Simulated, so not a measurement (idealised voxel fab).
Process module in this document: voxel self aligned vias
We display cut, a cross-section 300 nm in width whose square cells are each 5 nm.
Square cells in a grid make up a cross-section in this document, and the grid is given as bands, listed from the top down, each one or more rows of cells. Basically the band line says how high the top is and how high the bottom is, in nm, and then what's in it from left to right, every material with its width in nm. Empty space shows up as "blank", and if a single material carries "full width" it runs the full band edge to edge. Below 0: as-received wafer, all one material; heights counted from there. Lowest band: no bottom, goes on down, written "0 and below". It should be noted that a width expressed as "30..40" varies in equal increments from row to row of cells within the band, taking the value of the first number at the top row and that of the second number at the bottom row. When a step is marked "nothing got changed", none of the cells in the cross-section changed during that step. Enclosed voids (no open way to top), threshold 8 cells or more, entry "Unvented internal voids", notation width x height at distance, distance from left edge, nm. Whatever follows a step's settings on its line is a remark the simulator itself makes about that step. The setting "overlay nm" may be written on the line of a step. When the step uses a mask, the value reports how far to the right of the planned place the mask lay, and a negative value reports that it lay to the left.

## Listed below are the process steps as planned
- 1: RECEIVE: material Si
- 2: CONFORMAL_DEP: material SiO2, thk nm 10
- 3: CONFORMAL_DEP: material SiCN, thk nm 5
- 4: DIRECTIONAL_DEP: material SiO2, thk nm 20
- 5: MASKED_ETCH: tone open, mask id LINES, width nm 30, pitch nm 70, etch materials SiO2, depth nm 20, overlay nm 0
- 6: CONFORMAL_DEP: material TiN, thk nm 5
- 7: FILL_DEP: material Ru, thk nm 10
- 8: CMP: height nm 35
- 9: SELECTIVE_ETCH: etch materials W Ru TiN, depth nm 5
- 10: FILL_DEP: material SiN, thk nm 10
- 11: CMP: height nm 35
- 12: DIRECTIONAL_DEP: material SiO2, thk nm 15
- 13: MASKED_ETCH: tone open, mask id VIAS, width nm 50, etch materials SiO2, depth nm 15, overlay nm 0
- 14: MASKED_ETCH: tone open, mask id VIAS, width nm 50, etch materials SiN, depth nm 5, overlay nm 0
- 15: CONFORMAL_DEP: material TiN, thk nm 5
- 16: FILL_DEP: material W, thk nm 5
- 17: CMP: height nm 50
- 18: CONFORMAL_DEP: material SiCN, thk nm 5
Same starting wafers, different thk nm at step 18. Plan value belongs to the first wafer.

## Cross-sectional view of the first of several wafers in the as-received condition, corresponding to the state following step 1
    0 and below  Si full width
    Unvented internal voids: none

## Each row below is a wafer at the end of the module, listing for every material the number of cells it has gained (+) or lost (-) since it was received, followed by its closed voids
thk nm 5, +16 Ru, +120 SiCN, +6 SiN, +462 SiO2, +36 TiN, +20 W, Unvented internal voids: none
thk nm 10, +16 Ru, +180 SiCN, +6 SiN, +462 SiO2, +36 TiN, +20 W, Unvented internal voids: none
thk nm 15, +16 Ru, +240 SiCN, +6 SiN, +462 SiO2, +36 TiN, +20 W, Unvented internal voids: none
thk nm 20, +16 Ru, +300 SiCN, +6 SiN, +462 SiO2, +36 TiN, +20 W, Unvented internal voids: none
